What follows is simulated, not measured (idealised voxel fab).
process module | voxel wiring stack
cross-section cut | 205 nm wide | cells 5 nm
A cross-section is a grid of square cells, given in bands from the top down. A band is one or more rows of cells.
Each band's line starts with the height of the band's top and of its bottom, in nm. Then come its materials from left to right, each with its width in nm. One material with "throughout" fills the band from edge to edge. "air" is empty space.
Height 0 is the level under which the wafer as received is all one material. The lowest band goes on downwards, as in "0 down".
A width such as "30 to 40" changes by the same amount from each row of cells to the next, from the band's top row to its bottom row.
"no change" after a step means that no cell of the cross-section changed.
closed voids: empty space of 8 cells or more with no open way to the top, each as width x height at its distance from the left edge, in nm
after a step's settings: what the simulator itself notes on the step
overlay nm, on a step with a mask: how far to the right of its planned place the mask lay; to the left if negative
plan
1 op RECEIVE | material Si
2 op CONFORMAL_DEP | material SiO2 | thk nm 10
3 op CONFORMAL_DEP | material SiN | thk nm 5
4 op DIRECTIONAL_DEP | material SiO2 | thk nm 20
5 op DIRECTIONAL_DEP | material aC | thk nm 15
6 op PATTERN | tone open | mask id METAL_1 | material resist | width nm 25 | pitch nm 50 | thk nm 35 | overlay nm 0
7 op DIRECTIONAL_ETCH | etch materials aC | depth nm 15
8 op STRIP | etch materials resist
9 op DIRECTIONAL_ETCH | etch materials SiO2 | depth nm 20
10 op DIRECTIONAL_ETCH | etch materials SiN | depth nm 5
11 op STRIP | etch materials aC
12 op CONFORMAL_DEP | material TiN | thk nm 5
13 op FILL_DEP | material W | thk nm 5
14 op CMP | height nm 35
15 op EPI | material Ru | thk nm 5
16 op FILL_DEP | material SiCN | thk nm 5
17 op DIRECTIONAL_DEP | material lowk | thk nm 35
18 op MASKED_ETCH | tone open | mask id METAL_2_HOLES | width nm 15 | pitch nm 50 | etch materials lowk | depth nm 35 | overlay nm 0
19 op MASKED_ETCH | tone open | mask id METAL_2 | width nm 25 | pitch nm 50 | etch materials lowk | depth nm 20 | overlay nm 0
20 op MASKED_ETCH | tone open | mask id METAL_2 | width nm 25 | pitch nm 50 | etch materials SiCN | depth nm 5 | overlay nm 0
21 op CONFORMAL_DEP | material TiN | thk nm 5
22 op FILL_DEP | material Cu | thk nm 10
23 op CMP | height nm 80
24 op CONFORMAL_DEP | material SiCN | thk nm 5
25 op DIRECTIONAL_DEP | material SiO2 | thk nm 30
26 op PATTERN | tone open | mask id METAL_3_HOLES | material resist | width nm 15 | pitch nm 50 | thk nm 15 | overlay nm 0
27 op DIRECTIONAL_ETCH | etch materials SiO2 | depth nm 30
28 op STRIP | etch materials resist
29 op DIRECTIONAL_DEP | material aC | thk nm 15
30 op PATTERN | tone open | mask id METAL_3 | material resist | width nm 25 | pitch nm 50 | thk nm 35 | overlay nm 0
31 op DIRECTIONAL_ETCH | etch materials aC | depth nm 15
32 op STRIP | etch materials resist
33 op DIRECTIONAL_ETCH | etch materials SiO2 | depth nm 20
34 op DIRECTIONAL_ETCH | etch materials SiCN | depth nm 5
35 op STRIP | etch materials aC
36 op CONFORMAL_DEP | material TiN | thk nm 5
37 op FILL_DEP | material Ru | thk nm 10
38 op CMP | height nm 115
39 op CONFORMAL_DEP | material SiCN | thk nm 5
first wafer, as planned
as received, after step 1
  0 down: Si throughout
  closed voids: none
after step 2
  10 to 0: SiO2 throughout
  below 0: unchanged
after step 3
  15 to 10: SiN throughout
  below 10: unchanged
after step 4
  35 to 15: SiO2 throughout
  below 15: unchanged
after step 5
  50 to 35: aC throughout
  below 35: unchanged
after step 6
  85 to 50: resist 40 | air 25 | resist 25 | air 25 | resist 25 | air 25 | resist 40
  below 50: unchanged
after step 7
  70 to 50: resist 40 | air 25 | resist 25 | air 25 | resist 25 | air 25 | resist 40
  50 to 35: aC 40 | air 25 | aC 25 | air 25 | aC 25 | air 25 | aC 40
  below 35: unchanged
after step 8
  50 to 35: aC 40 | air 25 | aC 25 | air 25 | aC 25 | air 25 | aC 40
  below 35: unchanged
after step 9
  50 to 35: aC 40 | air 25 | aC 25 | air 25 | aC 25 | air 25 | aC 40
  35 to 15: SiO2 40 | air 25 | SiO2 25 | air 25 | SiO2 25 | air 25 | SiO2 40
  below 15: unchanged
after step 10
  50 to 35: aC 40 | air 25 | aC 25 | air 25 | aC 25 | air 25 | aC 40
  35 to 15: SiO2 40 | air 25 | SiO2 25 | air 25 | SiO2 25 | air 25 | SiO2 40
  15 to 10: SiN 40 | air 25 | SiN 25 | air 25 | SiN 25 | air 25 | SiN 40
  below 10: unchanged
after step 11
  35 to 15: SiO2 40 | air 25 | SiO2 25 | air 25 | SiO2 25 | air 25 | SiO2 40
  below 15: unchanged
after step 12
  40 to 35: TiN 45 | air 15 | TiN 35 | air 15 | TiN 35 | air 15 | TiN 45
  35 to 15: SiO2 40 | TiN 5 | air 15 | TiN 5 | SiO2 25 | TiN 5 | air 15 | TiN 5 | SiO2 25 | TiN 5 | air 15 | TiN 5 | SiO2 40
  15 to 10: SiN 40 | TiN 25 | SiN 25 | TiN 25 | SiN 25 | TiN 25 | SiN 40
  below 10: unchanged
after step 13
  45 to 40: W throughout
  40 to 35: TiN 45 | W 15 | TiN 35 | W 15 | TiN 35 | W 15 | TiN 45
  35 to 15: SiO2 40 | TiN 5 | W 15 | TiN 5 | SiO2 25 | TiN 5 | W 15 | TiN 5 | SiO2 25 | TiN 5 | W 15 | TiN 5 | SiO2 40
  below 15: unchanged
after step 14
  35 to 15: SiO2 40 | TiN 5 | W 15 | TiN 5 | SiO2 25 | TiN 5 | W 15 | TiN 5 | SiO2 25 | TiN 5 | W 15 | TiN 5 | SiO2 40
  below 15: unchanged
after step 15
  40 to 35: air 35 | Ru 35 | air 15 | Ru 35 | air 15 | Ru 35 | air 35
  below 35: unchanged
after step 16
  45 to 40: SiCN throughout
  40 to 35: SiCN 35 | Ru 35 | SiCN 15 | Ru 35 | SiCN 15 | Ru 35 | SiCN 35
  below 35: unchanged
after step 17
  80 to 45: lowk throughout
  below 45: unchanged
after step 18
  80 to 45: lowk 40 | air 15 | lowk 35 | air 15 | lowk 35 | air 15 | lowk 50
  below 45: unchanged
after step 19
  80 to 60: lowk 40 | air 25 | lowk 25 | air 25 | lowk 25 | air 25 | lowk 40
  below 60: unchanged
after step 20
  80 to 60: lowk 40 | air 25 | lowk 25 | air 25 | lowk 25 | air 25 | lowk 40
  60 to 45: lowk 40 | air 15 | lowk 35 | air 15 | lowk 35 | air 15 | lowk 50
  45 to 40: SiCN 40 | air 15 | SiCN 35 | air 15 | SiCN 35 | air 15 | SiCN 50
  below 40: unchanged
after step 21
  85 to 80: TiN 45 | air 15 | TiN 35 | air 15 | TiN 35 | air 15 | TiN 45
  80 to 65: lowk 40 | TiN 5 | air 15 | TiN 5 | lowk 25 | TiN 5 | air 15 | TiN 5 | lowk 25 | TiN 5 | air 15 | TiN 5 | lowk 40
  65 to 60: lowk 40 | TiN 5 | air 5 | TiN 15 | lowk 25 | TiN 5 | air 5 | TiN 15 | lowk 25 | TiN 5 | air 5 | TiN 15 | lowk 40
  60 to 45: lowk 40 | TiN 5 | air 5 | TiN 5 | lowk 35 | TiN 5 | air 5 | TiN 5 | lowk 35 | TiN 5 | air 5 | TiN 5 | lowk 50
  45 to 40: SiCN 40 | TiN 15 | SiCN 35 | TiN 15 | SiCN 35 | TiN 15 | SiCN 50
  below 40: unchanged
after step 22
  95 to 85: Cu throughout
  85 to 80: TiN 45 | Cu 15 | TiN 35 | Cu 15 | TiN 35 | Cu 15 | TiN 45
  80 to 65: lowk 40 | TiN 5 | Cu 15 | TiN 5 | lowk 25 | TiN 5 | Cu 15 | TiN 5 | lowk 25 | TiN 5 | Cu 15 | TiN 5 | lowk 40
  65 to 60: lowk 40 | TiN 5 | Cu 5 | TiN 15 | lowk 25 | TiN 5 | Cu 5 | TiN 15 | lowk 25 | TiN 5 | Cu 5 | TiN 15 | lowk 40
  60 to 45: lowk 40 | TiN 5 | Cu 5 | TiN 5 | lowk 35 | TiN 5 | Cu 5 | TiN 5 | lowk 35 | TiN 5 | Cu 5 | TiN 5 | lowk 50
  below 45: unchanged
after step 23
  80 to 65: lowk 40 | TiN 5 | Cu 15 | TiN 5 | lowk 25 | TiN 5 | Cu 15 | TiN 5 | lowk 25 | TiN 5 | Cu 15 | TiN 5 | lowk 40
  below 65: unchanged
after step 24
  85 to 80: SiCN throughout
  below 80: unchanged
after step 25
  115 to 85: SiO2 throughout
  below 85: unchanged
after step 26
  130 to 115: resist 40 | air 15 | resist 35 | air 15 | resist 35 | air 15 | resist 50
  below 115: unchanged
after step 27
  130 to 115: resist 40 | air 15 | resist 35 | air 15 | resist 35 | air 15 | resist 50
  115 to 85: SiO2 40 | air 15 | SiO2 35 | air 15 | SiO2 35 | air 15 | SiO2 50
  below 85: unchanged
after step 28
  115 to 85: SiO2 40 | air 15 | SiO2 35 | air 15 | SiO2 35 | air 15 | SiO2 50
  below 85: unchanged
after step 29
  130 to 115: aC 40 | air 15 | aC 35 | air 15 | aC 35 | air 15 | aC 50
  115 to 100: SiO2 40 | air 15 | SiO2 35 | air 15 | SiO2 35 | air 15 | SiO2 50
  100 to 85: SiO2 40 | aC 15 | SiO2 35 | aC 15 | SiO2 35 | aC 15 | SiO2 50
  below 85: unchanged
after step 30
  165 to 130: resist 40 | air 25 | resist 25 | air 25 | resist 25 | air 25 | resist 40
  below 130: unchanged
after step 31
  150 to 130: resist 40 | air 25 | resist 25 | air 25 | resist 25 | air 25 | resist 40
  130 to 115: aC 40 | air 25 | aC 25 | air 25 | aC 25 | air 25 | aC 40
  115 to 85: SiO2 40 | air 15 | SiO2 35 | air 15 | SiO2 35 | air 15 | SiO2 50
  below 85: unchanged
after step 32
  130 to 115: aC 40 | air 25 | aC 25 | air 25 | aC 25 | air 25 | aC 40
  below 115: unchanged
after step 33
  130 to 115: aC 40 | air 25 | aC 25 | air 25 | aC 25 | air 25 | aC 40
  115 to 95: SiO2 40 | air 25 | SiO2 25 | air 25 | SiO2 25 | air 25 | SiO2 40
  below 95: unchanged
after step 34
  130 to 115: aC 40 | air 25 | aC 25 | air 25 | aC 25 | air 25 | aC 40
  115 to 95: SiO2 40 | air 25 | SiO2 25 | air 25 | SiO2 25 | air 25 | SiO2 40
  95 to 85: SiO2 40 | air 15 | SiO2 35 | air 15 | SiO2 35 | air 15 | SiO2 50
  85 to 80: SiCN 40 | air 15 | SiCN 35 | air 15 | SiCN 35 | air 15 | SiCN 50
  below 80: unchanged
after step 35
  115 to 95: SiO2 40 | air 25 | SiO2 25 | air 25 | SiO2 25 | air 25 | SiO2 40
  below 95: unchanged
after step 36
  120 to 115: TiN 45 | air 15 | TiN 35 | air 15 | TiN 35 | air 15 | TiN 45
  115 to 100: SiO2 40 | TiN 5 | air 15 | TiN 5 | SiO2 25 | TiN 5 | air 15 | TiN 5 | SiO2 25 | TiN 5 | air 15 | TiN 5 | SiO2 40
  100 to 95: SiO2 40 | TiN 5 | air 5 | TiN 15 | SiO2 25 | TiN 5 | air 5 | TiN 15 | SiO2 25 | TiN 5 | air 5 | TiN 15 | SiO2 40
  95 to 85: SiO2 40 | TiN 5 | air 5 | TiN 5 | SiO2 35 | TiN 5 | air 5 | TiN 5 | SiO2 35 | TiN 5 | air 5 | TiN 5 | SiO2 50
  85 to 80: SiCN 40 | TiN 15 | SiCN 35 | TiN 15 | SiCN 35 | TiN 15 | SiCN 50
  below 80: unchanged
after step 37
  130 to 120: Ru throughout
  120 to 115: TiN 45 | Ru 15 | TiN 35 | Ru 15 | TiN 35 | Ru 15 | TiN 45
  115 to 100: SiO2 40 | TiN 5 | Ru 15 | TiN 5 | SiO2 25 | TiN 5 | Ru 15 | TiN 5 | SiO2 25 | TiN 5 | Ru 15 | TiN 5 | SiO2 40
  100 to 95: SiO2 40 | TiN 5 | Ru 5 | TiN 15 | SiO2 25 | TiN 5 | Ru 5 | TiN 15 | SiO2 25 | TiN 5 | Ru 5 | TiN 15 | SiO2 40
  95 to 85: SiO2 40 | TiN 5 | Ru 5 | TiN 5 | SiO2 35 | TiN 5 | Ru 5 | TiN 5 | SiO2 35 | TiN 5 | Ru 5 | TiN 5 | SiO2 50
  below 85: unchanged
after step 38
  115 to 100: SiO2 40 | TiN 5 | Ru 15 | TiN 5 | SiO2 25 | TiN 5 | Ru 15 | TiN 5 | SiO2 25 | TiN 5 | Ru 15 | TiN 5 | SiO2 40
  below 100: unchanged
after step 39
  120 to 115: SiCN throughout
  below 115: unchanged
second wafer: like start, like plan, one mistake. Through step 18 it matches the first wafer
when step 19 should have ended
  80 to 50: lowk 40 | air 25 | lowk 25 | air 25 | lowk 25 | air 25 | lowk 40
  below 50: unchanged
when step 20 should have ended
  80 to 50: lowk 40 | air 25 | lowk 25 | air 25 | lowk 25 | air 25 | lowk 40
  50 to 45: lowk 40 | air 15 | lowk 35 | air 15 | lowk 35 | air 15 | lowk 50
  45 to 40: SiCN 40 | air 15 | SiCN 35 | air 15 | SiCN 35 | air 15 | SiCN 50
  below 40: unchanged
when step 21 should have ended
  85 to 80: TiN 45 | air 15 | TiN 35 | air 15 | TiN 35 | air 15 | TiN 45
  80 to 55: lowk 40 | TiN 5 | air 15 | TiN 5 | lowk 25 | TiN 5 | air 15 | TiN 5 | lowk 25 | TiN 5 | air 15 | TiN 5 | lowk 40
  55 to 45: lowk 40 | TiN 5 | air 5 | TiN 15 to 5 | lowk 25 to 35 | TiN 5 | air 5 | TiN 15 to 5 | lowk 25 to 35 | TiN 5 | air 5 | TiN 15 to 5 | lowk 40 to 50
  45 to 40: SiCN 40 | TiN 15 | SiCN 35 | TiN 15 | SiCN 35 | TiN 15 | SiCN 50
  below 40: unchanged
when step 22 should have ended
  95 to 85: Cu throughout
  85 to 80: TiN 45 | Cu 15 | TiN 35 | Cu 15 | TiN 35 | Cu 15 | TiN 45
  80 to 55: lowk 40 | TiN 5 | Cu 15 | TiN 5 | lowk 25 | TiN 5 | Cu 15 | TiN 5 | lowk 25 | TiN 5 | Cu 15 | TiN 5 | lowk 40
  55 to 45: lowk 40 | TiN 5 | Cu 5 | TiN 15 to 5 | lowk 25 to 35 | TiN 5 | Cu 5 | TiN 15 to 5 | lowk 25 to 35 | TiN 5 | Cu 5 | TiN 15 to 5 | lowk 40 to 50
  below 45: unchanged
when step 23 should have ended
  80 to 55: lowk 40 | TiN 5 | Cu 15 | TiN 5 | lowk 25 | TiN 5 | Cu 15 | TiN 5 | lowk 25 | TiN 5 | Cu 15 | TiN 5 | lowk 40
  below 55: unchanged
when step 24 should have ended
  85 to 80: SiCN throughout
  below 80: unchanged
when step 25 should have ended
  115 to 85: SiO2 throughout
  below 85: unchanged
when step 26 should have ended
  130 to 115: resist 40 | air 15 | resist 35 | air 15 | resist 35 | air 15 | resist 50
  below 115: unchanged
when step 27 should have ended
  130 to 115: resist 40 | air 15 | resist 35 | air 15 | resist 35 | air 15 | resist 50
  115 to 85: SiO2 40 | air 15 | SiO2 35 | air 15 | SiO2 35 | air 15 | SiO2 50
  below 85: unchanged
when step 28 should have ended
  115 to 85: SiO2 40 | air 15 | SiO2 35 | air 15 | SiO2 35 | air 15 | SiO2 50
  below 85: unchanged
when step 29 should have ended
  130 to 115: aC 40 | air 15 | aC 35 | air 15 | aC 35 | air 15 | aC 50
  115 to 100: SiO2 40 | air 15 | SiO2 35 | air 15 | SiO2 35 | air 15 | SiO2 50
  100 to 85: SiO2 40 | aC 15 | SiO2 35 | aC 15 | SiO2 35 | aC 15 | SiO2 50
  below 85: unchanged
when step 30 should have ended
  165 to 130: resist 40 | air 25 | resist 25 | air 25 | resist 25 | air 25 | resist 40
  below 130: unchanged
when step 31 should have ended
  150 to 130: resist 40 | air 25 | resist 25 | air 25 | resist 25 | air 25 | resist 40
  130 to 115: aC 40 | air 25 | aC 25 | air 25 | aC 25 | air 25 | aC 40
  115 to 85: SiO2 40 | air 15 | SiO2 35 | air 15 | SiO2 35 | air 15 | SiO2 50
  below 85: unchanged
when step 32 should have ended
  130 to 115: aC 40 | air 25 | aC 25 | air 25 | aC 25 | air 25 | aC 40
  below 115: unchanged
when step 33 should have ended
  130 to 115: aC 40 | air 25 | aC 25 | air 25 | aC 25 | air 25 | aC 40
  115 to 95: SiO2 40 | air 25 | SiO2 25 | air 25 | SiO2 25 | air 25 | SiO2 40
  below 95: unchanged
when step 34 should have ended
  130 to 115: aC 40 | air 25 | aC 25 | air 25 | aC 25 | air 25 | aC 40
  115 to 95: SiO2 40 | air 25 | SiO2 25 | air 25 | SiO2 25 | air 25 | SiO2 40
  95 to 85: SiO2 40 | air 15 | SiO2 35 | air 15 | SiO2 35 | air 15 | SiO2 50
  85 to 80: SiCN 40 | air 15 | SiCN 35 | air 15 | SiCN 35 | air 15 | SiCN 50
  below 80: unchanged
when step 35 should have ended
  115 to 95: SiO2 40 | air 25 | SiO2 25 | air 25 | SiO2 25 | air 25 | SiO2 40
  below 95: unchanged
when step 36 should have ended
  120 to 115: TiN 45 | air 15 | TiN 35 | air 15 | TiN 35 | air 15 | TiN 45
  115 to 100: SiO2 40 | TiN 5 | air 15 | TiN 5 | SiO2 25 | TiN 5 | air 15 | TiN 5 | SiO2 25 | TiN 5 | air 15 | TiN 5 | SiO2 40
  100 to 95: SiO2 40 | TiN 5 | air 5 | TiN 15 | SiO2 25 | TiN 5 | air 5 | TiN 15 | SiO2 25 | TiN 5 | air 5 | TiN 15 | SiO2 40
  95 to 85: SiO2 40 | TiN 5 | air 5 | TiN 5 | SiO2 35 | TiN 5 | air 5 | TiN 5 | SiO2 35 | TiN 5 | air 5 | TiN 5 | SiO2 50
  85 to 80: SiCN 40 | TiN 15 | SiCN 35 | TiN 15 | SiCN 35 | TiN 15 | SiCN 50
  below 80: unchanged
when step 37 should have ended
  130 to 120: Ru throughout
  120 to 115: TiN 45 | Ru 15 | TiN 35 | Ru 15 | TiN 35 | Ru 15 | TiN 45
  115 to 100: SiO2 40 | TiN 5 | Ru 15 | TiN 5 | SiO2 25 | TiN 5 | Ru 15 | TiN 5 | SiO2 25 | TiN 5 | Ru 15 | TiN 5 | SiO2 40
  100 to 95: SiO2 40 | TiN 5 | Ru 5 | TiN 15 | SiO2 25 | TiN 5 | Ru 5 | TiN 15 | SiO2 25 | TiN 5 | Ru 5 | TiN 15 | SiO2 40
  95 to 85: SiO2 40 | TiN 5 | Ru 5 | TiN 5 | SiO2 35 | TiN 5 | Ru 5 | TiN 5 | SiO2 35 | TiN 5 | Ru 5 | TiN 5 | SiO2 50
  below 85: unchanged
when step 38 should have ended
  115 to 100: SiO2 40 | TiN 5 | Ru 15 | TiN 5 | SiO2 25 | TiN 5 | Ru 15 | TiN 5 | SiO2 25 | TiN 5 | Ru 15 | TiN 5 | SiO2 40
  below 100: unchanged
when step 39 should have ended
  120 to 115: SiCN throughout
  below 115: unchanged
what went wrong: step 19 ran as: op MASKED_ETCH | tone open | mask id METAL_2 | width nm 25 | pitch nm 50 | etch materials lowk | depth nm 30 | overlay nm 0
at the end the second wafer has, in cells: 12 more of Cu | 12 fewer of lowk
